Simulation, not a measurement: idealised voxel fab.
The document below concerns the process module designated voxel capacitor over wiring.
Section shown: cut. Width: 175 nm. Cell size: 5 nm, square.
Format of a cross-section: grid, square cells. Given as bands. Order: top down. Band: one or more rows of cells. A band entry consists of two parts. The first gives the height of the band's top and the height of its bottom, in nm. The rest lists the band's materials from left to right, each with its width in nm. A single material labelled with the word "full width" fills the band from edge to edge, and the word "air" marks empty space. Note: height 0 marks the level under which the wafer is uniformly one material as received. Lowest band unbounded below, written "0 nm and below". Per-row width for "30->40": begins at first number (top row of band), ends at second number (bottom row), increment between rows held constant. "nothing different" -> step changed no cross-section cell. Sealed voids: empty space of 8 cells or more with no open way to the top, each as width x height at its distance from the left edge, in nm. Text after the settings on a step's line: the simulator's own remark on that step. overlay nm: right-of-plan distance of the mask on a masked step; negative values mean left-of-plan.

# List of planned process steps
- 1: RECEIVE | material Si
- 2: CONFORMAL_DEP | material SiO2 | thk nm 15
- 3: CONFORMAL_DEP | material SiCN | thk nm 5
- 4: DIRECTIONAL_DEP | material SiO2 | thk nm 15
- 5: PATTERN | tone open | mask id METAL_1 | material resist | width nm 25 | pitch nm 80 | thk nm 20 | overlay nm 0
- 6: DIRECTIONAL_ETCH | etch materials SiO2 | depth nm 15
- 7: DIRECTIONAL_ETCH | etch materials SiCN | depth nm 5
- 8: STRIP | etch materials resist
- 9: CONFORMAL_DEP | material TiN | thk nm 5
- 10: FILL_DEP | material W | thk nm 10
- 11: CMP | height nm 35
- 12: CONFORMAL_DEP | material SiCN | thk nm 5
- 13: DIRECTIONAL_DEP | material lowk | thk nm 20
- 14: DIRECTIONAL_DEP | material aC | thk nm 15
- 15: PATTERN | tone open | mask id PLUG_1 | material resist | width nm 15 | thk nm 35 | overlay nm 0
- 16: DIRECTIONAL_ETCH | etch materials aC | depth nm 15
- 17: STRIP | etch materials resist
- 18: DIRECTIONAL_ETCH | etch materials lowk | depth nm 20
- 19: DIRECTIONAL_ETCH | etch materials SiCN | depth nm 5
- 20: STRIP | etch materials aC
- 21: EPI | material Ru | thk nm 10
- 22: EPI | material Ru | thk nm 10
- 23: EPI | material Ru | thk nm 5
- 24: DIRECTIONAL_DEP | material TiN | thk nm 10
- 25: DIRECTIONAL_DEP | material Al2O3 | thk nm 5
- 26: DIRECTIONAL_DEP | material TiN | thk nm 5
- 27: PATTERN | tone cover | mask id UPPER_PLATE | material resist | width nm 60 | thk nm 20 | overlay nm 0
- 28: DIRECTIONAL_ETCH | etch materials TiN | depth nm 5
- 29: DIRECTIONAL_ETCH | etch materials Al2O3 | depth nm 5
- 30: STRIP | etch materials resist
- 31: DIRECTIONAL_DEP | material aC | thk nm 5
- 32: PATTERN | tone cover | mask id LOWER_PLATE | material resist | width nm 70 | thk nm 30 | overlay nm 0
- 33: DIRECTIONAL_ETCH | etch materials aC | depth nm 10
- 34: STRIP | etch materials resist
- 35: DIRECTIONAL_ETCH | etch materials TiN | depth nm 10
- 36: STRIP | etch materials aC
- 37: FILL_DEP | material SiO2 | thk nm 20
- 38: CMP | height nm 95
- 39: MASKED_ETCH | tone open | mask id PLUG_2 | width nm 15 | etch materials SiO2 | depth nm 15 | overlay nm 0
- 40: CONFORMAL_DEP | material TiN | thk nm 5
- 41: FILL_DEP | material Ru | thk nm 5
- 42: CMP | height nm 95
- 43: CONFORMAL_DEP | material SiCN | thk nm 5
Don't read the plan's thk nm for step 31 as applying to every wafer: that's the first wafer's value, and the wafers differ in it, though they all start identical.

# Received condition of the first of several wafers, sectioned: post-step 1
* 0 nm and below: Si full width
* Sealed voids: none

# Post step 43, the closing step of the module: first of several wafers, cross-sectioned
* 100 nm to 95 nm: SiCN full width
* 95 nm to 85 nm: 55 nm SiO2 | 5 nm TiN | 5 nm Ru | 5 nm TiN | 105 nm SiO2
* 85 nm to 75 nm: 55->45 nm SiO2 | 15->60 nm TiN | 105->70 nm SiO2
* 75 nm to 70 nm: 45 nm SiO2 | 60 nm Al2O3 | 70 nm SiO2
* 70 nm to 60 nm: 40 nm SiO2 | 70 nm TiN | 65 nm SiO2
* 60 nm to 40 nm: 45 nm lowk | 15 nm Ru | 115 nm lowk
* 40 nm to 35 nm: 45 nm SiCN | 15 nm Ru | 115 nm SiCN
* 35 nm to 20 nm: 35 nm SiO2 | 5 nm TiN | 15 nm W | 5 nm TiN | 55 nm SiO2 | 5 nm TiN | 15 nm W | 5 nm TiN | 35 nm SiO2
* 20 nm to 15 nm: 35 nm SiCN | 25 nm TiN | 55 nm SiCN | 25 nm TiN | 35 nm SiCN
* 15 nm to 0 nm: SiO2 full width
* 0 nm and below: Si full width
* Sealed voids: none

# Last-wafer cross-section at the end of the module
* 100 nm to 95 nm: SiCN full width
* 95 nm to 85 nm: 55 nm SiO2 | 5 nm TiN | 5 nm Ru | 5 nm TiN | 105 nm SiO2
* 85 nm to 75 nm: 55->45 nm SiO2 | 15->60 nm TiN | 105->70 nm SiO2
* 75 nm to 70 nm: 45 nm SiO2 | 60 nm Al2O3 | 70 nm SiO2
* 70 nm to 60 nm: TiN full width
* 60 nm to 40 nm: 45 nm lowk | 15 nm Ru | 115 nm lowk
* 40 nm to 35 nm: 45 nm SiCN | 15 nm Ru | 115 nm SiCN
* 35 nm to 20 nm: 35 nm SiO2 | 5 nm TiN | 15 nm W | 5 nm TiN | 55 nm SiO2 | 5 nm TiN | 15 nm W | 5 nm TiN | 35 nm SiO2
* 20 nm to 15 nm: 35 nm SiCN | 25 nm TiN | 55 nm SiCN | 25 nm TiN | 35 nm SiCN
* 15 nm to 0 nm: SiO2 full width
* 0 nm and below: Si full width
* Sealed voids: none

# wafer rows; end of module; cells per material since receipt: (+) gained, (-) lost; then closed voids
thk nm 5 | +12 Al2O3 | +17 Ru | +92 SiCN | +364 SiO2 | +69 TiN | +18 W | +128 lowk | Sealed voids: none
thk nm 10 | +12 Al2O3 | +17 Ru | +92 SiCN | +364 SiO2 | +69 TiN | +18 W | +128 lowk | Sealed voids: none
thk nm 15 | +12 Al2O3 | +17 Ru | +92 SiCN | +322 SiO2 | +111 TiN | +18 W | +128 lowk | Sealed voids: none
thk nm 20 | +12 Al2O3 | +17 Ru | +92 SiCN | +322 SiO2 | +111 TiN | +18 W | +128 lowk | Sealed voids: none
thk nm 25 | +12 Al2O3 | +17 Ru | +92 SiCN | +322 SiO2 | +111 TiN | +18 W | +128 lowk | Sealed voids: none
